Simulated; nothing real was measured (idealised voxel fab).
Module name: voxel self aligned contacts (process module)
Cross-sectional view cut (width: 185 nm; square cell size: 5 nm).
Cross-section layout: square cells on a grid; listed as bands, top to bottom; a band spans one or more cell rows. For a band, the entry starts with two heights in nm, that of the top and then that of the bottom, and carries on with the band's materials in order from left to right, each alongside its width in nm; the word "everywhere" beside a single material means it fills the band edge to edge, and "empty" means empty space. Beneath 0, the wafer as received is one material, and that level is where height counting begins. The lowest band goes on downward without a bottom; it is written like "0 -> down". The notation "30..40" denotes a width that varies across the rows of cells in the band, beginning at the first number in the top row, finishing at the second number in the bottom row, and changing by an identical amount from each row to the next. "no modification" for a step: no cell of the cross-section changed in that step. Entry "Closed internal cavities". Content: empty spaces with no open connection to the top, size 8 cells or greater. Each: width x height at distance. Distance: from left edge. Unit: nm. Anything after a step's settings on that line? It's the simulator's own note about the step. "overlay nm" answers the question of how far to the right of plan the mask lay on a step that has a mask, and when it is negative the answer is to the left.

The planned process steps are enumerated hereunder
| 1 | RECEIVE (material Si) |
| 2 | CONFORMAL_DEP (material SiO2; thk nm 5) |
| 3 | DIRECTIONAL_DEP (material polySi; thk nm 30) |
| 4 | DIRECTIONAL_DEP (material SiN; thk nm 20) |
| 5 | MASKED_ETCH (tone cover; mask id GATE; width nm 25; pitch nm 60; etch materials SiN; depth nm 20; overlay nm 0) |
| 6 | MASKED_ETCH (tone cover; mask id GATE; width nm 25; pitch nm 60; etch materials polySi; depth nm 30; overlay nm 0) |
| 7 | CONFORMAL_DEP (material SiN; thk nm 10) |
| 8 | DIRECTIONAL_ETCH (etch materials SiN; depth nm 10) |
| 9 | FILL_DEP (material SiO2; thk nm 10) |
| 10 | CMP (height nm 60) |
| 11 | DIRECTIONAL_DEP (material aC; thk nm 10) |
| 12 | PATTERN (tone open; mask id CONTACT; material resist; width nm 45; thk nm 25; overlay nm 0) |
| 13 | DIRECTIONAL_ETCH (etch materials aC; depth nm 10) |
| 14 | STRIP (etch materials resist) |
| 15 | DIRECTIONAL_ETCH (etch materials SiO2; depth nm 60) |
| 16 | STRIP (etch materials aC) |
| 17 | CONFORMAL_DEP (material TiN; thk nm 5) |
| 18 | FILL_DEP (material Ru; thk nm 10) |
| 19 | CMP (height nm 60) |
| 20 | CONFORMAL_DEP (material SiCN; thk nm 5) |

Wafer at receipt (post step 1), cross-section
    0 -> down  Si everywhere
    Closed internal cavities: none

Cross-section, first of two wafers, end of module, run as planned
    65 -> 60  SiCN everywhere
    60 -> 55  SiO2: 70 | TiN: 20 | Ru: 5 | TiN: 20 | SiO2: 70
    55 -> 35  SiO2: 40 | SiN: 45 | TiN: 5 | Ru: 5 | TiN: 5 | SiN: 45 | SiO2: 40
    35 -> 5  SiO2: 40 | SiN: 10 | polySi: 25 | SiN: 10 | TiN: 5 | Ru: 5 | TiN: 5 | SiN: 10 | polySi: 25 | SiN: 10 | SiO2: 40
    5 -> 0  SiO2: 85 | TiN: 15 | SiO2: 85
    0 -> down  Si everywhere
    Closed internal cavities: none

Wafer two (of two), end-of-module cross-section: start = wafer one, plan = wafer one, one run mistake
    65 -> 60  SiCN everywhere
    60 -> 55  SiO2: 40 | SiN: 45 | TiN: 15 | SiN: 45 | SiO2: 40
    55 -> 35  SiN everywhere
    35 -> 5  polySi everywhere
    5 -> 0  SiO2 everywhere
    0 -> down  Si everywhere
    Closed internal cavities: none
Processing error: plan step 4 was conducted twice
FYI, end of process, the second wafer has more or fewer cells of some materials than the first: Ru -11 | SiN +46 | SiO2 -169 | TiN -28 | polySi +162
